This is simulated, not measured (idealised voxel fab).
Process module, titled voxel capacitor over wiring
The cross-section shown here is cut; it is 145 nm wide and divided into square cells measuring 5 nm on a side.
This document writes a cross-section as a grid whose cells are square, and gives it as bands, listed from the top down; one or more rows of cells form a band.
Band: top height; bottom height; in nm. Then, left to right: material with width in nm, for each material. "throughout": a single material spanning edge to edge. "blank": empty space.
Below 0: as-received wafer, all one material; heights counted from there. Lowest band: no bottom, goes on down, written "top 0, no bottom".
Think of "30 to 40" as a width that walks from the first number to the second as you go down the band, top row to bottom row, taking equal-sized steps from row to row.
You'll sometimes find "nothing got changed" written for a step, and that's the way of saying that nowhere in the cross-section did a cell change during that step.
In "Closed void entries" the enclosed voids are listed, meaning empty spaces of 8 cells or larger without any opening to the top. The form is width x height at distance, distance from the left edge, units nm.
Note: text after step settings on the step line = simulator remark on that step.
Regarding "overlay nm": on a step with a mask, it is the distance the mask lay to the right of its planned place; a negative value places it to the left.
The following list gives the planned process steps:
| 1 | RECEIVE,material Si |
| 2 | CONFORMAL_DEP,material SiO2,thk nm 15 |
| 3 | CONFORMAL_DEP,material SiCN,thk nm 5 |
| 4 | DIRECTIONAL_DEP,material lowk,thk nm 15 |
| 5 | PATTERN,tone open,mask id METAL_1,material resist,width nm 25,pitch nm 90,thk nm 15,overlay nm 0 |
| 6 | DIRECTIONAL_ETCH,etch materials lowk,depth nm 15 |
| 7 | DIRECTIONAL_ETCH,etch materials SiCN,depth nm 5 |
| 8 | STRIP,etch materials resist |
| 9 | CONFORMAL_DEP,material TiN,thk nm 5 |
| 10 | FILL_DEP,material Ru,thk nm 5 |
| 11 | CMP,height nm 35 |
| 12 | EPI,material Ru,thk nm 5 |
| 13 | FILL_DEP,material SiCN,thk nm 5 |
| 14 | DIRECTIONAL_DEP,material lowk,thk nm 5 |
| 15 | MASKED_ETCH,tone open,mask id PLUG_1,width nm 15,etch materials lowk,depth nm 10,overlay nm 0 |
| 16 | MASKED_ETCH,tone open,mask id PLUG_1,width nm 15,etch materials SiCN,depth nm 5,overlay nm 0 |
| 17 | CONFORMAL_DEP,material TiN,thk nm 5 |
| 18 | FILL_DEP,material Ru,thk nm 5 |
| 19 | CMP,height nm 55 |
| 20 | DIRECTIONAL_DEP,material TiN,thk nm 10 |
| 21 | DIRECTIONAL_DEP,material SiN,thk nm 5 |
| 22 | DIRECTIONAL_DEP,material TiN,thk nm 5 |
| 23 | PATTERN,tone cover,mask id UPPER_PLATE,material resist,width nm 70,thk nm 20,overlay nm 0 |
| 24 | DIRECTIONAL_ETCH,etch materials TiN,depth nm 5 |
| 25 | DIRECTIONAL_ETCH,etch materials SiN,depth nm 5 |
| 26 | STRIP,etch materials resist |
| 27 | MASKED_ETCH,tone cover,mask id LOWER_PLATE,width nm 80,etch materials TiN,depth nm 10,overlay nm 0 |
| 28 | FILL_DEP,material SiO2,thk nm 15 |
| 29 | CMP,height nm 85 |
| 30 | PATTERN,tone open,mask id PLUG_2,material resist,width nm 15,thk nm 20,overlay nm 0 |
| 31 | DIRECTIONAL_ETCH,etch materials SiO2,depth nm 10 |
| 32 | STRIP,etch materials resist |
| 33 | CONFORMAL_DEP,material TiN,thk nm 5 |
| 34 | FILL_DEP,material Ru,thk nm 10 |
| 35 | CMP,height nm 85 |
| 36 | CONFORMAL_DEP,material SiCN,thk nm 5 |
Among the wafers covered here, the point of difference is the thk nm at step 14; their starting state is shared, and the plan presents the value of the first wafer.
Cross-section, first of several wafers, as delivered after step 1:
top 0, no bottom  Si throughout
Closed void entries: none
Shown in cross-section: the first of several wafers at the end of the module, after its last step, step 36:
top 90, bottom 85  SiCN throughout
top 85, bottom 80  35 of SiO2  5 of TiN  5 of Ru  5 of TiN  95 of SiO2
top 80, bottom 70  35 to 25 of SiO2  15 to 70 of TiN  95 to 50 of SiO2
top 70, bottom 65  25 of SiO2  70 of SiN  50 of SiO2
top 65, bottom 55  20 of SiO2  80 of TiN  45 of SiO2
top 55, bottom 50  30 of TiN  5 of Ru  110 of TiN
top 50, bottom 45  25 of lowk  5 of TiN  5 of Ru  5 of TiN  105 of lowk
top 45, bottom 40  25 of SiCN  15 of TiN  105 of SiCN
top 40, bottom 35  10 of SiCN  35 of Ru  55 of SiCN  35 of Ru  10 of SiCN
top 35, bottom 20  15 of lowk  5 of TiN  15 of Ru  5 of TiN  65 of lowk  5 of TiN  15 of Ru  5 of TiN  15 of lowk
top 20, bottom 15  15 of SiCN  25 of TiN  65 of SiCN  25 of TiN  15 of SiCN
top 15, bottom 0  SiO2 throughout
top 0, no bottom  Si throughout
Closed void entries: none
Wafer cross-section (last wafer, module end):
top 90, bottom 85  SiCN throughout
top 85, bottom 80  35 of SiO2  5 of TiN  5 of Ru  5 of TiN  95 of SiO2
top 80, bottom 70  35 to 25 of SiO2  15 to 70 of TiN  95 to 50 of SiO2
top 70, bottom 65  25 of SiO2  70 of SiN  50 of SiO2
top 65, bottom 55  20 of SiO2  80 of TiN  45 of SiO2
top 55, bottom 45  lowk throughout
top 45, bottom 40  SiCN throughout
top 40, bottom 35  10 of SiCN  35 of Ru  55 of SiCN  35 of Ru  10 of SiCN
top 35, bottom 20  15 of lowk  5 of TiN  15 of Ru  5 of TiN  65 of lowk  5 of TiN  15 of Ru  5 of TiN  15 of lowk
top 20, bottom 15  15 of SiCN  25 of TiN  65 of SiCN  25 of TiN  15 of SiCN
top 15, bottom 0  SiO2 throughout
top 0, no bottom  Si throughout
Closed void entries: none
For your reference, the table is organized with a row per wafer; each row reflects the wafer at the end of the module, indicating for each material the cells gained (+) or lost (-) since receipt, and thereafter its closed voids:
thk nm 5; +35 Ru; +89 SiCN; +14 SiN; +195 SiO2; +106 TiN; +83 lowk; Closed void entries: none
thk nm 10; +35 Ru; +89 SiCN; +14 SiN; +195 SiO2; +80 TiN; +109 lowk; Closed void entries: none
thk nm 15; +33 Ru; +92 SiCN; +14 SiN; +195 SiO2; +76 TiN; +112 lowk; Closed void entries: none
thk nm 20; +33 Ru; +92 SiCN; +14 SiN; +195 SiO2; +73 TiN; +115 lowk; Closed void entries: none
thk nm 25; +33 Ru; +92 SiCN; +14 SiN; +195 SiO2; +73 TiN; +115 lowk; Closed void entries: none
